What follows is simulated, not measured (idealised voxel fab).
process module | voxel self aligned vias
cross-section cut | 235 nm wide | cells 5 nm
A cross-section is a grid of square cells, given in bands from the top down. A band is one or more rows of cells.
Each band's line starts with the height of the band's top and of its bottom, in nm. Then come its materials from left to right, each with its width in nm. One material with "throughout" fills the band from edge to edge. "air" is empty space.
Height 0 is the level under which the wafer as received is all one material. The lowest band goes on downwards, as in "0 down".
A width such as "30 to 40" changes by the same amount from each row of cells to the next, from the band's top row to its bottom row.
"no change" after a step means that no cell of the cross-section changed.
closed voids: empty space of 8 cells or more with no open way to the top, each as width x height at its distance from the left edge, in nm
after a step's settings: what the simulator itself notes on the step
overlay nm, on a step with a mask: how far to the right of its planned place the mask lay; to the left if negative
plan
1 op RECEIVE | material Si
2 op CONFORMAL_DEP | material SiO2 | thk nm 10
3 op CONFORMAL_DEP | material SiCN | thk nm 5
4 op DIRECTIONAL_DEP | material lowk | thk nm 30
5 op DIRECTIONAL_DEP | material aC | thk nm 10
6 op PATTERN | tone open | mask id LINES | material resist | width nm 20 | pitch nm 55 | thk nm 30 | overlay nm 0
7 op DIRECTIONAL_ETCH | etch materials aC | depth nm 10
8 op STRIP | etch materials resist
9 op DIRECTIONAL_ETCH | etch materials lowk | depth nm 30
10 op STRIP | etch materials aC
11 op CONFORMAL_DEP | material TiN | thk nm 5
12 op FILL_DEP | material Ru | thk nm 10
13 op CMP | height nm 45
14 op SELECTIVE_ETCH | etch materials W Ru TiN | depth nm 10
15 op FILL_DEP | material SiN | thk nm 10
16 op CMP | height nm 45
17 op DIRECTIONAL_DEP | material lowk | thk nm 15
18 op PATTERN | tone open | mask id VIAS | material resist | width nm 30 | pitch nm 110 | thk nm 15 | overlay nm 0
19 op DIRECTIONAL_ETCH | etch materials lowk | depth nm 15
20 op DIRECTIONAL_ETCH | etch materials SiN | depth nm 10
21 op STRIP | etch materials resist
22 op CONFORMAL_DEP | material TiN | thk nm 5
23 op FILL_DEP | material Cu | thk nm 5
24 op CMP | height nm 60
25 op CONFORMAL_DEP | material SiN | thk nm 5
as received, after step 1
  0 down: Si throughout
  closed voids: none
a wafer at the end: this start, this plan, one mistake
  65 to 60: SiN throughout
  60 to 45: lowk 45 | TiN 5 | Cu 20 | TiN 5 | lowk 80 | TiN 5 | Cu 20 | TiN 5 | lowk 50
  45 to 40: lowk 45 | TiN 5 | Cu 20 | TiN 5 | lowk 30 | SiN 20 | lowk 30 | TiN 5 | Cu 20 | TiN 5 | lowk 50
  40 to 35: lowk 45 | TiN 30 | lowk 30 | SiN 20 | lowk 30 | TiN 30 | lowk 50
  35 to 30: lowk 45 | TiN 10 | Ru 10 | TiN 10 | lowk 30 | TiN 5 | Ru 10 | TiN 5 | lowk 30 | TiN 10 | Ru 10 | TiN 10 | lowk 50
  30 to 20: lowk 50 | TiN 5 | Ru 10 | TiN 5 | lowk 35 | TiN 5 | Ru 10 | TiN 5 | lowk 35 | TiN 5 | Ru 10 | TiN 5 | lowk 55
  20 to 15: lowk 50 | TiN 20 | lowk 35 | TiN 20 | lowk 35 | TiN 20 | lowk 55
  15 to 10: SiCN throughout
  10 to 0: SiO2 throughout
  0 down: Si throughout
  closed voids: none
what went wrong: step 19 was run twice
